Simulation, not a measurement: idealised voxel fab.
Process module in this document: voxel air gaps
Section cut is 245 nm wide and gridded with 5 nm square cells.
We lay out every cross-section as a grid of square cells and spell it out in bands from the top down, where one band means one or more rows of cells. Basically the band line says how high the top is and how high the bottom is, in nm, and then what's in it from left to right, every material with its width in nm. Empty space shows up as "empty", and if a single material carries "full width" it runs the full band edge to edge. Height reference: 0 = level under which incoming wafer is all one material. Lowest band: no bottom, runs on downward, e.g. "z 0 and below". Width "30->40": first value at the band's top row of cells, second value at its bottom row, equal change from row to row. A step reported as "remained unchanged" is a step in which no cell of the cross-section changed. "Sealed voids" contains a list of empty spaces, each no smaller than 8 cells and without an open way to the top, written in the form width x height at distance with the distance from the left edge and all three in nm. The remark found on a step's line after its settings is issued by the simulator itself and pertains to that step. overlay nm: mask right of planned place by this much (step with mask). Neg. = left.
# Process steps foreseen in the plan
1 RECEIVE: material Si
2 CONFORMAL_DEP: material SiO2, thk nm 10
3 CONFORMAL_DEP: material SiCN, thk nm 5
4 DIRECTIONAL_DEP: material SiO2, thk nm 40
5 MASKED_ETCH: tone open, mask id LINES, width nm 25, pitch nm 50, etch materials SiO2, depth nm 40, overlay nm 0
6 CONFORMAL_DEP: material TiN, thk nm 5
7 FILL_DEP: material W, thk nm 5
8 CMP: height nm 55
9 EPI: material Ru, thk nm 10
10 SELECTIVE_ETCH: etch materials SiO2, depth nm 50
11 CONFORMAL_DEP: material SiCN, thk nm 5
# As-received wafer cross-section (after step 1)
  z 0 and below  Si full width
  Sealed voids: none
# One mistake in running the module, otherwise start and plan as above: cross-section at the end
  z 65 to 60  50 nm empty | 45 nm SiCN | 5 nm empty | 45 nm SiCN | 5 nm empty | 45 nm SiCN | 50 nm empty
  z 60 to 55  50 nm empty | 5 nm SiCN | 35 nm Ru | 5 nm SiCN | 5 nm empty | 5 nm SiCN | 35 nm Ru | 5 nm SiCN | 5 nm empty | 5 nm SiCN | 35 nm Ru | 5 nm SiCN | 50 nm empty
  z 55 to 50  50 nm empty | 10 nm SiCN | 5 nm TiN | 15 nm W | 5 nm TiN | 10 nm SiCN | 5 nm empty | 10 nm SiCN | 5 nm TiN | 15 nm W | 5 nm TiN | 10 nm SiCN | 5 nm empty | 10 nm SiCN | 5 nm TiN | 15 nm W | 5 nm TiN | 10 nm SiCN | 50 nm empty
  z 50 to 20  55 nm empty | 5 nm SiCN | 5 nm TiN | 15 nm W | 5 nm TiN | 5 nm SiCN | 15 nm empty | 5 nm SiCN | 5 nm TiN | 15 nm W | 5 nm TiN | 5 nm SiCN | 15 nm empty | 5 nm SiCN | 5 nm TiN | 15 nm W | 5 nm TiN | 5 nm SiCN | 55 nm empty
  z 20 to 15  60 nm SiCN | 25 nm TiN | 25 nm SiCN | 25 nm TiN | 25 nm SiCN | 25 nm TiN | 60 nm SiCN
  z 15 to 10  SiCN full width
  z 10 to 0  SiO2 full width
  z 0 and below  Si full width
  Sealed voids: none
Run error: so step 9 ended up running with a different setting than we planned, it ran as EPI: material Ru, thk nm 5
